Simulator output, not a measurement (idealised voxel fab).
process module | voxel trench capacitor
cross-section cut | 250 nm wide | cells 5 nm
A cross-section is a grid of square cells, given in bands from the top down. A band is one or more rows of cells.
Each band's line starts with the height of the band's top and of its bottom, in nm. Then come its materials from left to right, each with its width in nm. One material with "throughout" fills the band from edge to edge. "air" is empty space.
Height 0 is the level under which the wafer as received is all one material. The lowest band goes on downwards, as in "0 down".
A width such as "30 to 40" changes by the same amount from each row of cells to the next, from the band's top row to its bottom row.
"no change" after a step means that no cell of the cross-section changed.
closed voids: empty space of 8 cells or more with no open way to the top, each as width x height at its distance from the left edge, in nm
after a step's settings: what the simulator itself notes on the step
overlay nm, on a step with a mask: how far to the right of its planned place the mask lay; to the left if negative
plan
1 op RECEIVE | material Si
2 op CONFORMAL_DEP | material SiN | thk nm 10
3 op DIRECTIONAL_DEP | material aC | thk nm 15
4 op PATTERN | tone open | mask id TRENCH | material resist | width nm 25 | pitch nm 50 | thk nm 35 | overlay nm -15
5 op DIRECTIONAL_ETCH | etch materials aC | depth nm 15
6 op STRIP | etch materials resist
7 op DIRECTIONAL_ETCH | etch materials SiN | depth nm 10
8 op DIRECTIONAL_ETCH | etch materials Si | depth nm 25
9 op STRIP | etch materials aC
10 op CONFORMAL_DEP | material SiO2 | thk nm 5
11 op FILL_DEP | material polySi | thk nm 5
12 op CMP | height nm 10
varied across the wafers: overlay nm of step 4. The plan shows the first wafer's value. All wafers start alike
first wafer as received, after step 1
  0 down: Si throughout
  closed voids: none
first wafer at the end, after step 12
  10 to 0: SiN 70 | SiO2 5 | polySi 15 | SiO2 5 | SiN 25 | SiO2 5 | polySi 15 | SiO2 5 | SiN 105
  0 to -20: Si 70 | SiO2 5 | polySi 15 | SiO2 5 | Si 25 | SiO2 5 | polySi 15 | SiO2 5 | Si 105
  -20 to -25: Si 70 | SiO2 25 | Si 25 | SiO2 25 | Si 105
  -25 down: Si throughout
  closed voids: none
last wafer at the end
  10 to 0: SiN 100 | SiO2 5 | polySi 15 | SiO2 5 | SiN 25 | SiO2 5 | polySi 15 | SiO2 5 | SiN 75
  0 to -20: Si 100 | SiO2 5 | polySi 15 | SiO2 5 | Si 25 | SiO2 5 | polySi 15 | SiO2 5 | Si 75
  -20 to -25: Si 100 | SiO2 25 | Si 25 | SiO2 25 | Si 75
  -25 down: Si throughout
  closed voids: none
each wafer at the end: cells of each material gained (+) or lost (-) since it was received, then its closed voids
overlay nm -15 | -50 Si | +80 SiN | +34 SiO2 | +36 polySi | closed voids: none
overlay nm -10 | -50 Si | +80 SiN | +34 SiO2 | +36 polySi | closed voids: none
overlay nm -5 | -50 Si | +80 SiN | +34 SiO2 | +36 polySi | closed voids: none
overlay nm 0 | -50 Si | +80 SiN | +34 SiO2 | +36 polySi | closed voids: none
overlay nm 5 | -50 Si | +80 SiN | +34 SiO2 | +36 polySi | closed voids: none
overlay nm 10 | -50 Si | +80 SiN | +34 SiO2 | +36 polySi | closed voids: none
overlay nm 15 | -50 Si | +80 SiN | +34 SiO2 | +36 polySi | closed voids: none
